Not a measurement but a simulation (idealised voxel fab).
process module | voxel trench capacitor
cross-section cut | 230 nm wide | cells 5 nm
A cross-section is a grid of square cells, given in bands from the top down. A band is one or more rows of cells.
Each band's line starts with the height of the band's top and of its bottom, in nm. Then come its materials from left to right, each with its width in nm. One material with "throughout" fills the band from edge to edge. "air" is empty space.
Height 0 is the level under which the wafer as received is all one material. The lowest band goes on downwards, as in "0 down".
A width such as "30 to 40" changes by the same amount from each row of cells to the next, from the band's top row to its bottom row.
"no change" after a step means that no cell of the cross-section changed.
closed voids: empty space of 8 cells or more with no open way to the top, each as width x height at its distance from the left edge, in nm
after a step's settings: what the simulator itself notes on the step
overlay nm, on a step with a mask: how far to the right of its planned place the mask lay; to the left if negative
plan
1 op RECEIVE | material Si
2 op CONFORMAL_DEP | material SiN | thk nm 5
3 op DIRECTIONAL_DEP | material aC | thk nm 10
4 op PATTERN | tone open | mask id TRENCH | material resist | width nm 30 | pitch nm 55 | thk nm 30 | overlay nm 0
5 op DIRECTIONAL_ETCH | etch materials aC | depth nm 10
6 op STRIP | etch materials resist
7 op DIRECTIONAL_ETCH | etch materials SiN | depth nm 5
8 op DIRECTIONAL_ETCH | etch materials Si | depth nm 30
9 op STRIP | etch materials aC
10 op CONFORMAL_DEP | material HfO2 | thk nm 5
11 op CONFORMAL_DEP | material TiN | thk nm 5
12 op FILL_DEP | material W | thk nm 5
13 op CMP | height nm 5
as received, after step 1
  0 down: Si throughout
  closed voids: none
a wafer at the end: this start, this plan, one mistake
  5 to 0: SiN 70 | TiN 5 | HfO2 5 | W 10 | HfO2 5 | TiN 5 | SiN 25 | TiN 5 | HfO2 5 | W 10 | HfO2 5 | TiN 5 | SiN 75
  0 to -20: Si 70 | TiN 5 | HfO2 5 | W 10 | HfO2 5 | TiN 5 | Si 25 | TiN 5 | HfO2 5 | W 10 | HfO2 5 | TiN 5 | Si 75
  -20 to -25: Si 70 | TiN 5 | HfO2 20 | TiN 5 | Si 25 | TiN 5 | HfO2 20 | TiN 5 | Si 75
  -25 to -30: Si 70 | TiN 30 | Si 25 | TiN 30 | Si 75
  -30 down: Si throughout
  closed voids: none
what went wrong: steps 10 and 11 were swapped
